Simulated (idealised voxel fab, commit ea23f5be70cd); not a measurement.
The name of this process module is voxel gate over fins.
We display cut, a cross-section 140 nm in width whose square cells are each 5 nm.
Cross-section spec: square-cell grid; bands listed top down; each band is one or more rows. This entry defines a band. It first specifies the height of the band's top and the height of its bottom in nm, and then specifies the band's materials from left to right, stating each material with its width in nm. The word "all across" identifies a single material that fills the band from edge to edge, while the word "air" identifies empty space. Note: height 0 marks the level under which the wafer is uniformly one material as received. Lowest band unbounded below, written "0 -> down". Top row gets the first number, bottom row gets the second, and each row in between changes by the same step: that is how a band width like "30..40" works. "same as before" -> step changed no cross-section cell. Under "closed voids" you'll find the enclosed gaps, the ones with no way out to the top, that are 8 cells or bigger; each reads width x height at distance, with distance counted from the left edge, everything in nm. If you see something after the settings on a step's line, that's the simulator's own remark about that step. overlay nm: step with mask; distance mask lay right of planned place; negative value = left of planned place.

**These are the steps we planned for the process**
1. RECEIVE (material Si)
2. CONFORMAL_DEP (material SiN; thk nm 5)
3. PATTERN (tone cover; mask id FINS; material resist; width nm 15; pitch nm 45; thk nm 15; overlay nm 0)
4. DIRECTIONAL_ETCH (etch materials SiN; depth nm 5)
5. DIRECTIONAL_ETCH (etch materials Si; depth nm 30)
6. STRIP (etch materials resist)
7. OXIDIZE (depth nm 5)
8. FILL_DEP (material SiO2; thk nm 15)
9. CMP (height nm 5)
10. SELECTIVE_ETCH (etch materials SiO2; depth nm 20)
11. STRIP (etch materials SiN)
12. CONFORMAL_DEP (material HfO2; thk nm 5)
13. CONFORMAL_DEP (material TiN; thk nm 5)
14. CONFORMAL_DEP (material TiAl; thk nm 5)
15. CONFORMAL_DEP (material TiN; thk nm 5)
16. FILL_DEP (material W; thk nm 15)
17. CMP (height nm 30)
18. CONFORMAL_DEP (material SiN; thk nm 5)

**Shown in cross-section is the wafer as received, that is, as it stands after step 1**
  0 -> down: Si all across
  closed voids: none

**End state of the module in cross-section, given the above starting point and plan and one mistake in execution**
  35 -> 30: SiN all across
  30 -> 20: W all across
  20 -> 15: 25 nm W, 90 nm TiN, 25 nm W
  15 -> 10: 25 nm W, 5 nm TiN, 35 nm TiAl, 10 nm TiN, 35 nm TiAl, 5 nm TiN, 25 nm W
  10 -> 5: 25 nm W, 5 nm TiN, 5 nm TiAl, 25 nm HfO2, 5 nm TiAl, 10 nm TiN, 5 nm TiAl, 25 nm HfO2, 5 nm TiAl, 5 nm TiN, 25 nm W
  5 -> 0: 30 nm TiN, 5 nm TiAl, 5 nm HfO2, 15 nm TiN, 5 nm HfO2, 5 nm TiAl, 10 nm TiN, 5 nm TiAl, 5 nm HfO2, 15 nm TiN, 5 nm HfO2, 5 nm TiAl, 30 nm TiN
  0 -> -5: 35 nm TiAl, 5 nm HfO2, 5 nm TiN, 5 nm Si, 5 nm TiN, 5 nm HfO2, 20 nm TiAl, 5 nm HfO2, 5 nm TiN, 5 nm Si, 5 nm TiN, 5 nm HfO2, 35 nm TiAl
  -5 -> -10: 40 nm HfO2, 5 nm TiN, 5 nm Si, 5 nm TiN, 30 nm HfO2, 5 nm TiN, 5 nm Si, 5 nm TiN, 40 nm HfO2
  -10 -> -15: 45 nm TiN, 5 nm Si, 40 nm TiN, 5 nm Si, 45 nm TiN
  -15 -> -35: 45 nm SiO2, 5 nm Si, 40 nm SiO2, 5 nm Si, 45 nm SiO2
  -35 -> down: Si all across
  closed voids: none
In executing the process, a mistake was made relative to the plan: mixed up steps 12 and 13 - ran each in the other's place
